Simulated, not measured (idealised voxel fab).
Module name: voxel fin reveal (process module)
Displayed cross-section: cut, width of 200 nm, square cells sized 5 nm.
Each cross-section below is a grid of square cells, stated as bands in top-down order, with one or more rows of cells making up each band. What a band's entry tells you: where the top is and where the bottom is, as heights in nm, and after that what lies inside, material by material from left to right, each with its width in nm. Empty space is written as the word "air", and a single material marked with the word "edge to edge" occupies the band from edge to edge. Height 0 is the level under which the wafer as received is all one material. The lowest band goes on downwards, as in "from 0 down". Quick explanation for "30..40": the width changes in equal steps down the rows of cells, from the first number in the band's top row to the second number in its bottom row. "nothing altered" for a step: no cell of the cross-section changed in that step. Enclosed voids (no open way to top), threshold 8 cells or more, entry "Encapsulated voids", notation width x height at distance, distance from left edge, nm. Anything after a step's settings on that line? It's the simulator's own note about the step. Each step line may optionally specify "overlay nm", which for a step with a mask gives the rightward distance between the mask's planned place and where it lay, a negative value indicating the leftward direction.

## The steps planned for the process are as follows
| 1 | RECEIVE,material Si |
| 2 | CONFORMAL_DEP,material SiN,thk nm 5 |
| 3 | DIRECTIONAL_DEP,material aC,thk nm 10 |
| 4 | PATTERN,tone cover,mask id FINS,material resist,width nm 15,pitch nm 35,thk nm 30,overlay nm 0 |
| 5 | DIRECTIONAL_ETCH,etch materials aC,depth nm 10 |
| 6 | STRIP,etch materials resist |
| 7 | DIRECTIONAL_ETCH,etch materials SiN,depth nm 5 |
| 8 | DIRECTIONAL_ETCH,etch materials Si,depth nm 35 |
| 9 | STRIP,etch materials aC |
| 10 | OXIDIZE,depth nm 5 |
| 11 | FILL_DEP,material SiO2,thk nm 5 |
| 12 | CMP,height nm 5 |
| 13 | SELECTIVE_ETCH,etch materials SiO2,depth nm 20 |
| 14 | STRIP,etch materials SiN |

## So this is the incoming wafer in cross-section - it's already been through step 1
> from 0 down: Si edge to edge
> Encapsulated voids: none

## First of two wafers at the end of the module, shown in cross-section; run carried out as planned
> from 0 to -15: air: 45 / Si: 5 / air: 30 / Si: 5 / air: 30 / Si: 5 / air: 30 / Si: 5 / air: 45
> from -15 to -40: SiO2: 45 / Si: 5 / SiO2: 30 / Si: 5 / SiO2: 30 / Si: 5 / SiO2: 30 / Si: 5 / SiO2: 45
> from -40 down: Si edge to edge
> Encapsulated voids: none

## This cross-section belongs to the second wafer of two at the end of the module; the start and the plan were shared with the first, and the run included one mistake
> from 0 to -15: air: 45 / Si: 5 / air: 30 / Si: 5 / air: 30 / Si: 5 / air: 30 / Si: 5 / air: 45
> from -15 to -50: SiO2: 45 / Si: 5 / SiO2: 30 / Si: 5 / SiO2: 30 / Si: 5 / SiO2: 30 / Si: 5 / SiO2: 45
> from -50 down: Si edge to edge
> Encapsulated voids: none
So what did we get wrong on this run? step 8 ran with different settings than intended, the actual operation and settings being DIRECTIONAL_ETCH,etch materials Si,depth nm 45
It is noted that, at the conclusion of processing, the second wafer exhibits a higher or lower cell count for certain materials relative to the first: Si -72 | SiO2 +72
